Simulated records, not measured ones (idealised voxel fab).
process module | voxel transistor to metal
cross-section cut | 215 nm wide | cells 5 nm
A cross-section is a grid of square cells, given in bands from the top down. A band is one or more rows of cells.
Each band's line starts with the height of the band's top and of its bottom, in nm. Then come its materials from left to right, each with its width in nm. One material with "throughout" fills the band from edge to edge. "air" is empty space.
Height 0 is the level under which the wafer as received is all one material. The lowest band goes on downwards, as in "0 down".
A width such as "30 to 40" changes by the same amount from each row of cells to the next, from the band's top row to its bottom row.
"no change" after a step means that no cell of the cross-section changed.
closed voids: empty space of 8 cells or more with no open way to the top, each as width x height at its distance from the left edge, in nm
after a step's settings: what the simulator itself notes on the step
overlay nm, on a step with a mask: how far to the right of its planned place the mask lay; to the left if negative
plan
1 op RECEIVE | material Si
2 op OXIDIZE | depth nm 5
3 op CONFORMAL_DEP | material SiN | thk nm 10
4 op MASKED_ETCH | tone cover | mask id ACTIVE | width nm 125 | etch materials SiN | depth nm 10 | overlay nm 0
5 op MASKED_ETCH | tone cover | mask id ACTIVE | width nm 125 | etch materials SiO2 | depth nm 5 | overlay nm 0
6 op MASKED_ETCH | tone cover | mask id ACTIVE | width nm 115 | etch materials Si | depth nm 20 | overlay nm 0
7 op FILL_DEP | material SiO2 | thk nm 5
8 op CMP | height nm 10
9 op SELECTIVE_ETCH | etch materials SiO2 | depth nm 10
10 op STRIP | etch materials SiN
11 op SELECTIVE_ETCH | etch materials SiO2 | depth nm 5
12 op OXIDIZE | depth nm 5
13 op DIRECTIONAL_DEP | material polySi | thk nm 20
14 op DIRECTIONAL_DEP | material SiCN | thk nm 15
15 op DIRECTIONAL_DEP | material aC | thk nm 15
16 op PATTERN | tone cover | mask id GATE | material resist | width nm 35 | thk nm 35 | overlay nm 0
17 op DIRECTIONAL_ETCH | etch materials aC | depth nm 15
18 op STRIP | etch materials resist
19 op DIRECTIONAL_ETCH | etch materials SiCN | depth nm 25
20 op DIRECTIONAL_ETCH | etch materials polySi | depth nm 30
21 op STRIP | etch materials aC
22 op CONFORMAL_DEP | material SiO2 | thk nm 5
23 op DIRECTIONAL_ETCH | etch materials SiO2 | depth nm 5
24 op CONFORMAL_DEP | material SiN | thk nm 10
25 op DIRECTIONAL_ETCH | etch materials SiN | depth nm 10
26 op DIRECTIONAL_ETCH | etch materials SiO2 | depth nm 5
27 op DIRECTIONAL_ETCH | etch materials Si | depth nm 5
28 op EPI | material pSi | thk nm 5
29 op FILL_DEP | material SiO2 | thk nm 10
30 op CMP | height nm 15
31 op STRIP | etch materials polySi
32 op SELECTIVE_ETCH | etch materials SiO2 | depth nm 5
33 op CONFORMAL_DEP | material HfO2 | thk nm 5
34 op CONFORMAL_DEP | material TiN | thk nm 5
35 op FILL_DEP | material W | thk nm 10
36 op CMP | height nm 10
37 op DIRECTIONAL_DEP | material SiO2 | thk nm 10
38 op PATTERN | tone open | mask id CONTACT | material resist | width nm 20 | pitch nm 85 | thk nm 15 | overlay nm 0
39 op DIRECTIONAL_ETCH | etch materials SiO2 | depth nm 30
40 op STRIP | etch materials resist
41 op CONFORMAL_DEP | material TiN | thk nm 5
42 op FILL_DEP | material Ru | thk nm 5
43 op CMP | height nm 20
44 op DIRECTIONAL_DEP | material TiN | thk nm 5
45 op DIRECTIONAL_DEP | material W | thk nm 15
46 op DIRECTIONAL_DEP | material aC | thk nm 15
47 op PATTERN | tone cover | mask id METAL_1 | material resist | width nm 20 | pitch nm 85 | thk nm 35 | overlay nm 0
48 op DIRECTIONAL_ETCH | etch materials aC | depth nm 15
49 op STRIP | etch materials resist
50 op DIRECTIONAL_ETCH | etch materials W | depth nm 15
51 op DIRECTIONAL_ETCH | etch materials TiN | depth nm 5
52 op STRIP | etch materials aC
53 op FILL_DEP | material lowk | thk nm 10
54 op CMP | height nm 40
55 op CONFORMAL_DEP | material SiCN | thk nm 5
varied across the wafers: width nm of step 6. The plan shows the first wafer's value. All wafers start alike
first wafer as received, after step 1
  0 down: Si throughout
  closed voids: none
first wafer at the end, after step 55
  45 to 40: SiCN throughout
  40 to 25: lowk 55 | W 20 | lowk 65 | W 20 | lowk 55
  25 to 20: lowk 55 | TiN 20 | lowk 65 | TiN 20 | lowk 55
  20 to 10: SiO2 55 | TiN 5 | Ru 10 | TiN 5 | SiO2 65 | TiN 5 | Ru 10 | TiN 5 | SiO2 55
  10 to 0: SiO2 55 | TiN 5 | Ru 10 | TiN 5 | SiN 10 | HfO2 5 | TiN 5 | W 25 | TiN 5 | HfO2 5 | SiN 10 | TiN 5 | Ru 10 | TiN 5 | SiO2 55
  0 to -5: SiO2 55 | TiN 5 | Ru 5 | TiN 10 | SiN 10 | HfO2 5 | TiN 35 | HfO2 5 | SiN 10 | TiN 10 | Ru 5 | TiN 5 | SiO2 55
  -5 to -10: SiO2 55 | TiN 15 | pSi 5 | SiO2 10 | HfO2 45 | SiO2 10 | pSi 5 | TiN 15 | SiO2 55
  -10 to -15: SiO2 45 | pSi 30 | Si 65 | pSi 30 | SiO2 45
  -15 to -25: SiO2 45 | Si 125 | SiO2 45
  -25 down: Si throughout
  closed voids: none
last wafer at the end
  45 to 40: SiCN throughout
  40 to 25: lowk 55 | W 20 | lowk 65 | W 20 | lowk 55
  25 to 20: lowk 55 | TiN 20 | lowk 65 | TiN 20 | lowk 55
  20 to 10: SiO2 55 | TiN 5 | Ru 10 | TiN 5 | SiO2 65 | TiN 5 | Ru 10 | TiN 5 | SiO2 55
  10 to 0: SiO2 55 | TiN 5 | Ru 10 | TiN 5 | SiN 10 | HfO2 5 | TiN 5 | W 25 | TiN 5 | HfO2 5 | SiN 10 | TiN 5 | Ru 10 | TiN 5 | SiO2 55
  0 to -5: SiO2 55 | TiN 5 | Ru 5 | TiN 10 | SiN 10 | HfO2 5 | TiN 35 | HfO2 5 | SiN 10 | TiN 10 | Ru 5 | TiN 5 | SiO2 55
  -5 to -10: SiO2 55 | TiN 15 | pSi 5 | SiO2 10 | HfO2 45 | SiO2 10 | pSi 5 | TiN 15 | SiO2 55
  -10 to -15: SiO2 40 | pSi 35 | Si 65 | pSi 40 | SiO2 35
  -15 to -25: SiO2 40 | Si 140 | SiO2 35
  -25 down: Si throughout
  closed voids: none
each wafer at the end: cells of each material gained (+) or lost (-) since it was received, then its closed voids
width nm 115 | +15 HfO2 | +18 Ru | -152 Si | +43 SiCN | +12 SiN | +216 SiO2 | +47 TiN | +34 W | +140 lowk | +14 pSi | closed voids: none
width nm 120 | +15 HfO2 | +18 Ru | -152 Si | +43 SiCN | +12 SiN | +216 SiO2 | +47 TiN | +34 W | +140 lowk | +14 pSi | closed voids: none
width nm 125 | +15 HfO2 | +18 Ru | -152 Si | +43 SiCN | +12 SiN | +216 SiO2 | +47 TiN | +34 W | +140 lowk | +14 pSi | closed voids: none
width nm 130 | +15 HfO2 | +18 Ru | -150 Si | +43 SiCN | +12 SiN | +213 SiO2 | +47 TiN | +34 W | +140 lowk | +15 pSi | closed voids: none
width nm 135 | +15 HfO2 | +18 Ru | -148 Si | +43 SiCN | +12 SiN | +210 SiO2 | +47 TiN | +34 W | +140 lowk | +16 pSi | closed voids: none
width nm 140 | +15 HfO2 | +18 Ru | -146 Si | +43 SiCN | +12 SiN | +207 SiO2 | +47 TiN | +34 W | +140 lowk | +17 pSi | closed voids: none
